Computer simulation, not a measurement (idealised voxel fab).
The following is a process module called voxel ribs on slabs.
In the cross-section labelled cut, the width is 260 nm and each square cell is 5 nm.
A cross-section in this document is a grid of square cells, and it is written down as bands, the top band listed before the ones below it; a band is made up of one or more rows of cells.
In this notation a band is specified by the heights of its top and bottom, in that order and in nm, after which its materials appear from left to right, each paired with its width in nm. The word "edge to edge" attached to a single material means that material fills the band from edge to edge; the word "blank" stands for empty space.
Heights from 0 (as-received wafer is one material below). Bottom band endless downward, as "top 0, no bottom".
Think of "30..40" as a width that walks from the first number to the second as you go down the band, top row to bottom row, taking equal-sized steps from row to row.
What does "identical to before" mean for a step? It means no cell of the cross-section changed in that step.
Closed empty spaces (no open way to the top) of 8 cells or more are what "Enclosed void entries" lists, each as width x height at distance from the left edge, nm for all three.
Post-settings text on a step line: simulator's own remark regarding the step.
A step line may carry the setting "overlay nm", which, for steps involving a mask, states the distance by which the mask lay to the right of its intended position; negative values denote displacement to the left.
These are the steps we planned for the process:
1,RECEIVE with material Si
2,DIRECTIONAL_DEP with material SiO2, thk nm 30
3,DIRECTIONAL_DEP with material SiN, thk nm 20
4,DIRECTIONAL_DEP with material aC, thk nm 10
5,PATTERN with tone cover, mask id RIB, material resist, width nm 20, thk nm 25, overlay nm 0
6,DIRECTIONAL_ETCH with etch materials aC, depth nm 10
7,STRIP with etch materials resist
8,DIRECTIONAL_ETCH with etch materials SiN, depth nm 5
9,STRIP with etch materials aC
10,PATTERN with tone cover, mask id SLAB, material resist, width nm 70, thk nm 15, overlay nm 0
11,DIRECTIONAL_ETCH with etch materials SiN, depth nm 15
12,STRIP with etch materials resist
13,FILL_DEP with material SiO2, thk nm 30
14,CMP with height nm 70
15,DIRECTIONAL_DEP with material TiN, thk nm 5
16,MASKED_ETCH with tone cover, mask id HEATER, width nm 30, etch materials TiN, depth nm 5, overlay nm 0
17,CONFORMAL_DEP with material SiO2, thk nm 5
As-received wafer cross-section (after step 1):
    top 0, no bottom: Si edge to edge
    Enclosed void entries: none
End-of-module XS, first of two wafers, run as planned:
    top 80, bottom 75: 110 blank, 40 SiO2, 110 blank
    top 75, bottom 70: 115 SiO2, 30 TiN, 115 SiO2
    top 70, bottom 50: SiO2 edge to edge
    top 50, bottom 45: 120 SiO2, 20 SiN, 120 SiO2
    top 45, bottom 30: 95 SiO2, 70 SiN, 95 SiO2
    top 30, bottom 0: SiO2 edge to edge
    top 0, no bottom: Si edge to edge
    Enclosed void entries: none
Cross-section at end of module for the second wafer of two, which matched the first in starting point and plan and differed by one mistake in its processing:
    top 80, bottom 75: 105 blank, 40 SiO2, 115 blank
    top 75, bottom 70: 110 SiO2, 30 TiN, 120 SiO2
    top 70, bottom 50: SiO2 edge to edge
    top 50, bottom 45: 120 SiO2, 20 SiN, 120 SiO2
    top 45, bottom 30: 95 SiO2, 70 SiN, 95 SiO2
    top 30, bottom 0: SiO2 edge to edge
    top 0, no bottom: Si edge to edge
    Enclosed void entries: none
Processing error: step 16 off recipe, ran as MASKED_ETCH with tone cover, mask id HEATER, width nm 30, etch materials TiN, depth nm 5, overlay nm -5
If you tally the cells, the second wafer ends up with the same amount of every material as the first; it's all just sitting in different places.
